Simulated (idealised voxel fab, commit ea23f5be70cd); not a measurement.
The following is a process module called voxel self aligned vias.
Cross-sectional view cut (width: 285 nm; square cell size: 5 nm).
Bands, listed from the top down, are how a cross-section gets written in this document; the cross-section itself is a grid of square cells, and a band is one or more rows of them.
Heads up on the band format: heights come first, top then bottom, in nm. After that it's the materials left to right, each with its width in nm. A single material flagged "edge to edge" fills the whole band edge to edge, and "blank" means there's empty space there.
Note: height 0 marks the level under which the wafer is uniformly one material as received. Lowest band unbounded below, written "from 0 down".
Width "30..40": first value at the band's top row of cells, second value at its bottom row, equal change from row to row.
Take "remained the same" at face value: in the step it is given for, the cross-section changed in none of its cells.
"Closed void list" - sealed voids, min. 8 cells, no opening to top; format: width x height at distance (distance from left edge; nm throughout).
Step line, after settings: the simulator's comment on this step.
On any step carrying a mask, the "overlay nm" setting, if present on the step's line, tells how far right of its planned place the mask lay; negative values point to the left.

Intended process steps:
step 1: RECEIVE, material Si
step 2: CONFORMAL_DEP, material SiO2, thk nm 10
step 3: CONFORMAL_DEP, material SiCN, thk nm 5
step 4: DIRECTIONAL_DEP, material SiO2, thk nm 30
step 5: DIRECTIONAL_DEP, material aC, thk nm 10
step 6: PATTERN, tone open, mask id LINES, material resist, width nm 25, pitch nm 60, thk nm 25, overlay nm 0
step 7: DIRECTIONAL_ETCH, etch materials aC, depth nm 10
step 8: STRIP, etch materials resist
step 9: DIRECTIONAL_ETCH, etch materials SiO2, depth nm 30
step 10: STRIP, etch materials aC
step 11: CONFORMAL_DEP, material TiN, thk nm 5
step 12: FILL_DEP, material Ru, thk nm 10
step 13: CMP, height nm 45
step 14: SELECTIVE_ETCH, etch materials W Ru TiN, depth nm 10
step 15: FILL_DEP, material SiN, thk nm 10
step 16: CMP, height nm 45
step 17: DIRECTIONAL_DEP, material SiO2, thk nm 20
step 18: DIRECTIONAL_DEP, material aC, thk nm 10
step 19: PATTERN, tone open, mask id VIAS, material resist, width nm 45, pitch nm 60, thk nm 30, overlay nm 0
step 20: DIRECTIONAL_ETCH, etch materials aC, depth nm 10
step 21: STRIP, etch materials resist
step 22: DIRECTIONAL_ETCH, etch materials SiO2, depth nm 20
step 23: DIRECTIONAL_ETCH, etch materials SiN, depth nm 10
step 24: STRIP, etch materials aC
step 25: CONFORMAL_DEP, material TiN, thk nm 5
step 26: FILL_DEP, material Cu, thk nm 5
step 27: CMP, height nm 65
step 28: CONFORMAL_DEP, material SiN, thk nm 5

First wafer, two in total, run as planned:

As-received wafer cross-section (after step 1):
- from 0 down  Si edge to edge
- Closed void list: none

Wafer after step 2 (cross-section):
- from 10 to 0  SiO2 edge to edge
- Note: structure below 0 unchanged.

Wafer after step 3 (cross-section):
- from 15 to 10  SiCN edge to edge
- Note: structure below 10 unchanged.

Wafer after step 4 (cross-section):
- from 45 to 15  SiO2 edge to edge
- Note: structure below 15 unchanged.

Wafer after step 5 (cross-section):
- from 55 to 45  aC edge to edge
- Note: structure below 45 unchanged.

Wafer after step 6 (cross-section):
- from 80 to 55  resist (70) | blank (25) | resist (35) | blank (25) | resist (35) | blank (25) | resist (70)
- Note: structure below 55 unchanged.

Wafer after step 7 (cross-section):
- from 70 to 55  resist (70) | blank (25) | resist (35) | blank (25) | resist (35) | blank (25) | resist (70)
- from 55 to 45  aC (70) | blank (25) | aC (35) | blank (25) | aC (35) | blank (25) | aC (70)
- Note: structure below 45 unchanged.

Wafer after step 8 (cross-section):
- from 55 to 45  aC (70) | blank (25) | aC (35) | blank (25) | aC (35) | blank (25) | aC (70)
- Note: structure below 45 unchanged.

Wafer after step 9 (cross-section):
- from 55 to 45  aC (70) | blank (25) | aC (35) | blank (25) | aC (35) | blank (25) | aC (70)
- from 45 to 15  SiO2 (70) | blank (25) | SiO2 (35) | blank (25) | SiO2 (35) | blank (25) | SiO2 (70)
- Note: structure below 15 unchanged.

Wafer after step 10 (cross-section):
- from 45 to 15  SiO2 (70) | blank (25) | SiO2 (35) | blank (25) | SiO2 (35) | blank (25) | SiO2 (70)
- Note: structure below 15 unchanged.

Wafer after step 11 (cross-section):
- from 50 to 45  TiN (75) | blank (15) | TiN (45) | blank (15) | TiN (45) | blank (15) | TiN (75)
- from 45 to 20  SiO2 (70) | TiN (5) | blank (15) | TiN (5) | SiO2 (35) | TiN (5) | blank (15) | TiN (5) | SiO2 (35) | TiN (5) | blank (15) | TiN (5) | SiO2 (70)
- from 20 to 15  SiO2 (70) | TiN (25) | SiO2 (35) | TiN (25) | SiO2 (35) | TiN (25) | SiO2 (70)
- Note: structure below 15 unchanged.

Wafer after step 12 (cross-section):
- from 60 to 50  Ru edge to edge
- from 50 to 45  TiN (75) | Ru (15) | TiN (45) | Ru (15) | TiN (45) | Ru (15) | TiN (75)
- from 45 to 20  SiO2 (70) | TiN (5) | Ru (15) | TiN (5) | SiO2 (35) | TiN (5) | Ru (15) | TiN (5) | SiO2 (35) | TiN (5) | Ru (15) | TiN (5) | SiO2 (70)
- Note: structure below 20 unchanged.

Wafer after step 13 (cross-section):
- from 45 to 20  SiO2 (70) | TiN (5) | Ru (15) | TiN (5) | SiO2 (35) | TiN (5) | Ru (15) | TiN (5) | SiO2 (35) | TiN (5) | Ru (15) | TiN (5) | SiO2 (70)
- Note: structure below 20 unchanged.

Wafer after step 14 (cross-section):
- from 45 to 35  SiO2 (70) | blank (25) | SiO2 (35) | blank (25) | SiO2 (35) | blank (25) | SiO2 (70)
- Note: structure below 35 unchanged.

Wafer after step 15 (cross-section):
- from 55 to 45  SiN edge to edge
- from 45 to 35  SiO2 (70) | SiN (25) | SiO2 (35) | SiN (25) | SiO2 (35) | SiN (25) | SiO2 (70)
- Note: structure below 35 unchanged.

Wafer after step 16 (cross-section):
- from 45 to 35  SiO2 (70) | SiN (25) | SiO2 (35) | SiN (25) | SiO2 (35) | SiN (25) | SiO2 (70)
- Note: structure below 35 unchanged.

Wafer after step 17 (cross-section):
- from 65 to 45  SiO2 edge to edge
- Note: structure below 45 unchanged.

Wafer after step 18 (cross-section):
- from 75 to 65  aC edge to edge
- Note: structure below 65 unchanged.

Wafer after step 19 (cross-section):
- from 105 to 75  resist (60) | blank (45) | resist (15) | blank (45) | resist (15) | blank (45) | resist (60)
- Note: structure below 75 unchanged.

Wafer after step 20 (cross-section):
- from 95 to 75  resist (60) | blank (45) | resist (15) | blank (45) | resist (15) | blank (45) | resist (60)
- from 75 to 65  aC (60) | blank (45) | aC (15) | blank (45) | aC (15) | blank (45) | aC (60)
- Note: structure below 65 unchanged.

Wafer after step 21 (cross-section):
- from 75 to 65  aC (60) | blank (45) | aC (15) | blank (45) | aC (15) | blank (45) | aC (60)
- Note: structure below 65 unchanged.

Wafer after step 22 (cross-section):
- from 75 to 65  aC (60) | blank (45) | aC (15) | blank (45) | aC (15) | blank (45) | aC (60)
- from 65 to 45  SiO2 (60) | blank (45) | SiO2 (15) | blank (45) | SiO2 (15) | blank (45) | SiO2 (60)
- Note: structure below 45 unchanged.

Wafer after step 23 (cross-section):
- from 75 to 65  aC (60) | blank (45) | aC (15) | blank (45) | aC (15) | blank (45) | aC (60)
- from 65 to 45  SiO2 (60) | blank (45) | SiO2 (15) | blank (45) | SiO2 (15) | blank (45) | SiO2 (60)
- from 45 to 35  SiO2 (70) | blank (25) | SiO2 (35) | blank (25) | SiO2 (35) | blank (25) | SiO2 (70)
- Note: structure below 35 unchanged.

Wafer after step 24 (cross-section):
- from 65 to 45  SiO2 (60) | blank (45) | SiO2 (15) | blank (45) | SiO2 (15) | blank (45) | SiO2 (60)
- Note: structure below 45 unchanged.

Wafer after step 25 (cross-section):
- from 70 to 65  TiN (65) | blank (35) | TiN (25) | blank (35) | TiN (25) | blank (35) | TiN (65)
- from 65 to 50  SiO2 (60) | TiN (5) | blank (35) | TiN (5) | SiO2 (15) | TiN (5) | blank (35) | TiN (5) | SiO2 (15) | TiN (5) | blank (35) | TiN (5) | SiO2 (60)
- from 50 to 40  SiO2 (60..70) | TiN (15..5) | blank (15) | TiN (15..5) | SiO2 (15..35) | TiN (15..5) | blank (15) | TiN (15..5) | SiO2 (15..35) | TiN (15..5) | blank (15) | TiN (15..5) | SiO2 (60..70)
- from 40 to 35  SiO2 (70) | TiN (25) | SiO2 (35) | TiN (25) | SiO2 (35) | TiN (25) | SiO2 (70)
- Note: structure below 35 unchanged.

Wafer after step 26 (cross-section):
- from 75 to 70  Cu edge to edge
- from 70 to 65  TiN (65) | Cu (35) | TiN (25) | Cu (35) | TiN (25) | Cu (35) | TiN (65)
- from 65 to 50  SiO2 (60) | TiN (5) | Cu (35) | TiN (5) | SiO2 (15) | TiN (5) | Cu (35) | TiN (5) | SiO2 (15) | TiN (5) | Cu (35) | TiN (5) | SiO2 (60)
- from 50 to 40  SiO2 (60..70) | TiN (15..5) | Cu (15) | TiN (15..5) | SiO2 (15..35) | TiN (15..5) | Cu (15) | TiN (15..5) | SiO2 (15..35) | TiN (15..5) | Cu (15) | TiN (15..5) | SiO2 (60..70)
- Note: structure below 40 unchanged.

Wafer after step 27 (cross-section):
- from 65 to 50  SiO2 (60) | TiN (5) | Cu (35) | TiN (5) | SiO2 (15) | TiN (5) | Cu (35) | TiN (5) | SiO2 (15) | TiN (5) | Cu (35) | TiN (5) | SiO2 (60)
- Note: structure below 50 unchanged.

Wafer after step 28 (cross-section):
- from 70 to 65  SiN edge to edge
- Note: structure below 65 unchanged.

second wafer: like start, like plan, one mistake. Through step 1 it matches the first wafer:

Cross-section of the second wafer corresponding to the planned conclusion of step 2: remained the same

Cross-section of the second wafer corresponding to the planned conclusion of step 3:
- from 5 to 0  SiCN edge to edge
- Note: structure below 0 unchanged.

Cross-section of the second wafer corresponding to the planned conclusion of step 4:
- from 35 to 5  SiO2 edge to edge
- Note: structure below 5 unchanged.

Cross-section of the second wafer corresponding to the planned conclusion of step 5:
- from 45 to 35  aC edge to edge
- Note: structure below 35 unchanged.

Cross-section of the second wafer corresponding to the planned conclusion of step 6:
- from 70 to 45  resist (70) | blank (25) | resist (35) | blank (25) | resist (35) | blank (25) | resist (70)
- Note: structure below 45 unchanged.

Cross-section of the second wafer corresponding to the planned conclusion of step 7:
- from 60 to 45  resist (70) | blank (25) | resist (35) | blank (25) | resist (35) | blank (25) | resist (70)
- from 45 to 35  aC (70) | blank (25) | aC (35) | blank (25) | aC (35) | blank (25) | aC (70)
- Note: structure below 35 unchanged.

Cross-section of the second wafer corresponding to the planned conclusion of step 8:
- from 45 to 35  aC (70) | blank (25) | aC (35) | blank (25) | aC (35) | blank (25) | aC (70)
- Note: structure below 35 unchanged.

Cross-section of the second wafer corresponding to the planned conclusion of step 9:
- from 45 to 35  aC (70) | blank (25) | aC (35) | blank (25) | aC (35) | blank (25) | aC (70)
- from 35 to 5  SiO2 (70) | blank (25) | SiO2 (35) | blank (25) | SiO2 (35) | blank (25) | SiO2 (70)
- Note: structure below 5 unchanged.

Cross-section of the second wafer corresponding to the planned conclusion of step 10:
- from 35 to 5  SiO2 (70) | blank (25) | SiO2 (35) | blank (25) | SiO2 (35) | blank (25) | SiO2 (70)
- Note: structure below 5 unchanged.

Cross-section of the second wafer corresponding to the planned conclusion of step 11:
- from 40 to 35  TiN (75) | blank (15) | TiN (45) | blank (15) | TiN (45) | blank (15) | TiN (75)
- from 35 to 10  SiO2 (70) | TiN (5) | blank (15) | TiN (5) | SiO2 (35) | TiN (5) | blank (15) | TiN (5) | SiO2 (35) | TiN (5) | blank (15) | TiN (5) | SiO2 (70)
- from 10 to 5  SiO2 (70) | TiN (25) | SiO2 (35) | TiN (25) | SiO2 (35) | TiN (25) | SiO2 (70)
- Note: structure below 5 unchanged.

Cross-section of the second wafer corresponding to the planned conclusion of step 12:
- from 50 to 40  Ru edge to edge
- from 40 to 35  TiN (75) | Ru (15) | TiN (45) | Ru (15) | TiN (45) | Ru (15) | TiN (75)
- from 35 to 10  SiO2 (70) | TiN (5) | Ru (15) | TiN (5) | SiO2 (35) | TiN (5) | Ru (15) | TiN (5) | SiO2 (35) | TiN (5) | Ru (15) | TiN (5) | SiO2 (70)
- Note: structure below 10 unchanged.

Cross-section of the second wafer corresponding to the planned conclusion of step 13:
- from 45 to 40  Ru edge to edge
- Note: structure below 40 unchanged.

Cross-section of the second wafer corresponding to the planned conclusion of step 14:
- from 35 to 10  SiO2 (70) | TiN (5) | Ru (15) | TiN (5) | SiO2 (35) | TiN (5) | Ru (15) | TiN (5) | SiO2 (35) | TiN (5) | Ru (15) | TiN (5) | SiO2 (70)
- Note: structure below 10 unchanged.

Cross-section of the second wafer corresponding to the planned conclusion of step 15:
- from 45 to 35  SiN edge to edge
- Note: structure below 35 unchanged.

Cross-section of the second wafer corresponding to the planned conclusion of step 16: remained the same

Cross-section of the second wafer corresponding to the planned conclusion of step 17:
- from 65 to 45  SiO2 edge to edge
- Note: structure below 45 unchanged.

Cross-section of the second wafer corresponding to the planned conclusion of step 18:
- from 75 to 65  aC edge to edge
- Note: structure below 65 unchanged.

Cross-section of the second wafer corresponding to the planned conclusion of step 19:
- from 105 to 75  resist (60) | blank (45) | resist (15) | blank (45) | resist (15) | blank (45) | resist (60)
- Note: structure below 75 unchanged.

Cross-section of the second wafer corresponding to the planned conclusion of step 20:
- from 95 to 75  resist (60) | blank (45) | resist (15) | blank (45) | resist (15) | blank (45) | resist (60)
- from 75 to 65  aC (60) | blank (45) | aC (15) | blank (45) | aC (15) | blank (45) | aC (60)
- Note: structure below 65 unchanged.

Cross-section of the second wafer corresponding to the planned conclusion of step 21:
- from 75 to 65  aC (60) | blank (45) | aC (15) | blank (45) | aC (15) | blank (45) | aC (60)
- Note: structure below 65 unchanged.

Cross-section of the second wafer corresponding to the planned conclusion of step 22:
- from 75 to 65  aC (60) | blank (45) | aC (15) | blank (45) | aC (15) | blank (45) | aC (60)
- from 65 to 45  SiO2 (60) | blank (45) | SiO2 (15) | blank (45) | SiO2 (15) | blank (45) | SiO2 (60)
- Note: structure below 45 unchanged.

Cross-section of the second wafer corresponding to the planned conclusion of step 23:
- from 75 to 65  aC (60) | blank (45) | aC (15) | blank (45) | aC (15) | blank (45) | aC (60)
- from 65 to 45  SiO2 (60) | blank (45) | SiO2 (15) | blank (45) | SiO2 (15) | blank (45) | SiO2 (60)
- from 45 to 35  SiN (60) | blank (45) | SiN (15) | blank (45) | SiN (15) | blank (45) | SiN (60)
- Note: structure below 35 unchanged.

Cross-section of the second wafer corresponding to the planned conclusion of step 24:
- from 65 to 45  SiO2 (60) | blank (45) | SiO2 (15) | blank (45) | SiO2 (15) | blank (45) | SiO2 (60)
- Note: structure below 45 unchanged.

Cross-section of the second wafer corresponding to the planned conclusion of step 25:
- from 70 to 65  TiN (65) | blank (35) | TiN (25) | blank (35) | TiN (25) | blank (35) | TiN (65)
- from 65 to 45  SiO2 (60) | TiN (5) | blank (35) | TiN (5) | SiO2 (15) | TiN (5) | blank (35) | TiN (5) | SiO2 (15) | TiN (5) | blank (35) | TiN (5) | SiO2 (60)
- from 45 to 40  SiN (60) | TiN (5) | blank (35) | TiN (5) | SiN (15) | TiN (5) | blank (35) | TiN (5) | SiN (15) | TiN (5) | blank (35) | TiN (5) | SiN (60)
- from 40 to 35  SiN (60) | TiN (45) | SiN (15) | TiN (45) | SiN (15) | TiN (45) | SiN (60)
- Note: structure below 35 unchanged.

Cross-section of the second wafer corresponding to the planned conclusion of step 26:
- from 75 to 70  Cu edge to edge
- from 70 to 65  TiN (65) | Cu (35) | TiN (25) | Cu (35) | TiN (25) | Cu (35) | TiN (65)
- from 65 to 45  SiO2 (60) | TiN (5) | Cu (35) | TiN (5) | SiO2 (15) | TiN (5) | Cu (35) | TiN (5) | SiO2 (15) | TiN (5) | Cu (35) | TiN (5) | SiO2 (60)
- from 45 to 40  SiN (60) | TiN (5) | Cu (35) | TiN (5) | SiN (15) | TiN (5) | Cu (35) | TiN (5) | SiN (15) | TiN (5) | Cu (35) | TiN (5) | SiN (60)
- Note: structure below 40 unchanged.

Cross-section of the second wafer corresponding to the planned conclusion of step 27:
- from 65 to 45  SiO2 (60) | TiN (5) | Cu (35) | TiN (5) | SiO2 (15) | TiN (5) | Cu (35) | TiN (5) | SiO2 (15) | TiN (5) | Cu (35) | TiN (5) | SiO2 (60)
- Note: structure below 45 unchanged.

Cross-section of the second wafer corresponding to the planned conclusion of step 28:
- from 70 to 65  SiN edge to edge
- Note: structure below 65 unchanged.
Where did the run depart from the plan? step 2 of the plan was excluded from execution and never run
The final cell counts differ between the wafers, with the second having more or fewer of some materials than the first: Cu +24 | Ru +18 | SiN +60 | SiO2 -114 | TiN +12
